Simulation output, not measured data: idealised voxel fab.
process module | voxel transistor to metal
cross-section cut | 155 nm wide | cells 5 nm
A cross-section is a grid of square cells, given in bands from the top down. A band is one or more rows of cells.
Each band's line starts with the height of the band's top and of its bottom, in nm. Then come its materials from left to right, each with its width in nm. One material with "throughout" fills the band from edge to edge. "air" is empty space.
Height 0 is the level under which the wafer as received is all one material. The lowest band goes on downwards, as in "0 down".
A width such as "30 to 40" changes by the same amount from each row of cells to the next, from the band's top row to its bottom row.
"no change" after a step means that no cell of the cross-section changed.
closed voids: empty space of 8 cells or more with no open way to the top, each as width x height at its distance from the left edge, in nm
after a step's settings: what the simulator itself notes on the step
overlay nm, on a step with a mask: how far to the right of its planned place the mask lay; to the left if negative
plan
1 op RECEIVE | material Si
2 op CONFORMAL_DEP | material SiO2 | thk nm 5
3 op CONFORMAL_DEP | material SiN | thk nm 15
4 op DIRECTIONAL_DEP | material aC | thk nm 10
5 op PATTERN | tone cover | mask id ACTIVE | material resist | width nm 95 | thk nm 30 | overlay nm 0
6 op DIRECTIONAL_ETCH | etch materials aC | depth nm 10
7 op STRIP | etch materials resist
8 op DIRECTIONAL_ETCH | etch materials SiN | depth nm 15
9 op DIRECTIONAL_ETCH | etch materials SiO2 | depth nm 5
10 op DIRECTIONAL_ETCH | etch materials Si | depth nm 20
11 op STRIP | etch materials aC
12 op FILL_DEP | material SiO2 | thk nm 10
13 op CMP | height nm 20
14 op SELECTIVE_ETCH | etch materials SiO2 | depth nm 10
15 op STRIP | etch materials SiN
16 op SELECTIVE_ETCH | etch materials SiO2 | depth nm 5
17 op OXIDIZE | depth nm 5
18 op DIRECTIONAL_DEP | material polySi | thk nm 25
19 op DIRECTIONAL_DEP | material SiCN | thk nm 15
20 op DIRECTIONAL_DEP | material aC | thk nm 15
21 op PATTERN | tone cover | mask id GATE | material resist | width nm 15 | thk nm 35 | overlay nm 0
22 op DIRECTIONAL_ETCH | etch materials aC | depth nm 15
23 op STRIP | etch materials resist
24 op DIRECTIONAL_ETCH | etch materials SiCN | depth nm 25
25 op DIRECTIONAL_ETCH | etch materials polySi | depth nm 35
26 op STRIP | etch materials aC
27 op CONFORMAL_DEP | material SiO2 | thk nm 5
28 op DIRECTIONAL_ETCH | etch materials SiO2 | depth nm 5
29 op CONFORMAL_DEP | material SiN | thk nm 10
30 op DIRECTIONAL_ETCH | etch materials SiN | depth nm 10
31 op DIRECTIONAL_ETCH | etch materials SiO2 | depth nm 5
32 op DIRECTIONAL_ETCH | etch materials Si | depth nm 10
33 op EPI | material SiGe | thk nm 10
34 op FILL_DEP | material SiO2 | thk nm 10
35 op CMP | height nm 40
36 op DIRECTIONAL_DEP | material SiO2 | thk nm 10
37 op DIRECTIONAL_DEP | material aC | thk nm 15
38 op PATTERN | tone open | mask id CONTACT | material resist | width nm 30 | pitch nm 55 | thk nm 30 | overlay nm 0
39 op DIRECTIONAL_ETCH | etch materials aC | depth nm 15
40 op STRIP | etch materials resist
41 op DIRECTIONAL_ETCH | etch materials SiO2 | depth nm 45
42 op STRIP | etch materials aC
43 op CONFORMAL_DEP | material TiN | thk nm 5
44 op FILL_DEP | material Ru | thk nm 10
45 op CMP | height nm 50
46 op DIRECTIONAL_DEP | material TiN | thk nm 5
47 op DIRECTIONAL_DEP | material W | thk nm 20
48 op MASKED_ETCH | tone cover | mask id METAL_1 | width nm 20 | pitch nm 65 | etch materials W | depth nm 20 | overlay nm 0
49 op MASKED_ETCH | tone cover | mask id METAL_1 | width nm 20 | pitch nm 65 | etch materials TiN | depth nm 5 | overlay nm 0
50 op FILL_DEP | material SiO2 | thk nm 10
51 op CMP | height nm 75
52 op CONFORMAL_DEP | material SiN | thk nm 5
as received, after step 1
  0 down: Si throughout
  closed voids: none
a wafer at the end: this start, this plan, one mistake
  80 to 75: SiN throughout
  75 to 55: SiO2 35 | W 20 | SiO2 45 | W 20 | SiO2 35
  55 to 50: SiO2 35 | TiN 20 | SiO2 45 | TiN 20 | SiO2 35
  50 to 40: SiO2 35 | TiN 5 | Ru 20 to 10 | TiN 5 to 15 | SiO2 25 | TiN 5 to 15 | Ru 20 to 10 | TiN 5 | SiO2 35
  40 to 25: SiO2 35 | TiN 5 | Ru 10 | TiN 5 | SiN 10 | SiO2 5 | SiCN 15 | SiO2 5 | SiN 10 | TiN 5 | Ru 10 | TiN 5 | SiO2 35
  25 to 10: SiO2 35 | TiN 5 | Ru 10 | TiN 5 | SiN 10 | SiO2 5 | polySi 15 | SiO2 5 | SiN 10 | TiN 5 | Ru 10 | TiN 5 | SiO2 35
  10 to 5: SiO2 35 | TiN 20 | SiN 10 | SiO2 5 | polySi 15 | SiO2 5 | SiN 10 | TiN 20 | SiO2 35
  5 to 0: SiO2 30 | SiN 10 | SiGe 15 | SiN 10 | SiO2 5 | polySi 15 | SiO2 5 | SiN 10 | SiGe 15 | SiN 10 | SiO2 30
  0 to -5: SiO2 40 | SiGe 15 | SiO2 45 | SiGe 15 | SiO2 40
  -5 to -15: SiO2 35 to 30 | Si 5 to 10 | SiGe 15 | Si 45 | SiGe 15 | Si 5 to 10 | SiO2 35 to 30
  -15 to -20: SiO2 30 | Si 95 | SiO2 30
  -20 down: Si throughout
  closed voids: none
what went wrong: step 2 was left out
